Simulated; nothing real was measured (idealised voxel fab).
A process module follows: voxel fin reveal.
The cross-section on display is named cut; it measures 250 nm wide, and its cells are 5 nm squares.
A cross-section is written here as square cells arranged in a grid, and it is given in bands from the top down, each band taking up one or more rows of cells. Heights first: top, then bottom, in nm. Then materials, left to right, each with a width in nm. "full width" on a single material: fills the band edge to edge. "empty": empty space. The reference from which all heights are counted is 0, the level beneath which the as-received wafer is entirely one material; the lowest band, having no lower bound, proceeds downward and is written after the example "0 and below". Note: "30..40" means the width goes from the first number (top row of the band) to the second number (bottom row) in equal steps per row of cells. For the purposes of this document, the phrase "everything unchanged" attached to a step denotes that no cell within the cross-section was modified by that step. Listed in "Trapped voids": every empty space of 8 or more cells without an open way to the top. Form: width x height at distance, the distance being from the left edge, all in nm. Where a step's line continues beyond its settings, the continuation is a remark by the simulator itself on that step. overlay nm: on a step with a mask, how far right of its planned place the mask lay; negative means left.

[Below is the list of planned process steps]
step 1: RECEIVE: material Si
step 2: CONFORMAL_DEP: material SiN, thk nm 10
step 3: DIRECTIONAL_DEP: material aC, thk nm 10
step 4: PATTERN: tone cover, mask id FINS, material resist, width nm 15, pitch nm 40, thk nm 25, overlay nm 0
step 5: DIRECTIONAL_ETCH: etch materials aC, depth nm 10
step 6: STRIP: etch materials resist
step 7: DIRECTIONAL_ETCH: etch materials SiN, depth nm 10
step 8: DIRECTIONAL_ETCH: etch materials Si, depth nm 40
step 9: STRIP: etch materials aC
step 10: OXIDIZE: depth nm 5
step 11: FILL_DEP: material SiO2, thk nm 15
step 12: CMP: height nm 10
step 13: SELECTIVE_ETCH: etch materials SiO2, depth nm 20
step 14: STRIP: etch materials SiN

[Wafer as received: cross-section following step 1]
- 0 and below = Si full width
- Trapped voids: none

[Sectioned view, first of two wafers, at the close of the module, processed as intended in the plan]
- 0 down to -10 = empty=100, then Si=5, then empty=35, then Si=5, then empty=105
- -10 down to -45 = SiO2=100, then Si=5, then SiO2=35, then Si=5, then SiO2=105
- -45 and below = Si full width
- Trapped voids: none

[Wafer two, end of module, cross-section. Same start, same plan as wafer one. One mistake in the run]
- 0 down to -30 = empty=100, then Si=5, then empty=35, then Si=5, then empty=105
- -30 down to -45 = SiO2=100, then Si=5, then SiO2=35, then Si=5, then SiO2=105
- -45 and below = Si full width
- Trapped voids: none
Misprocessing identified: plan step 13 ran twice
Wrapping up, a cell-based count of both wafers puts the second over or under the first for these materials: SiO2 -192
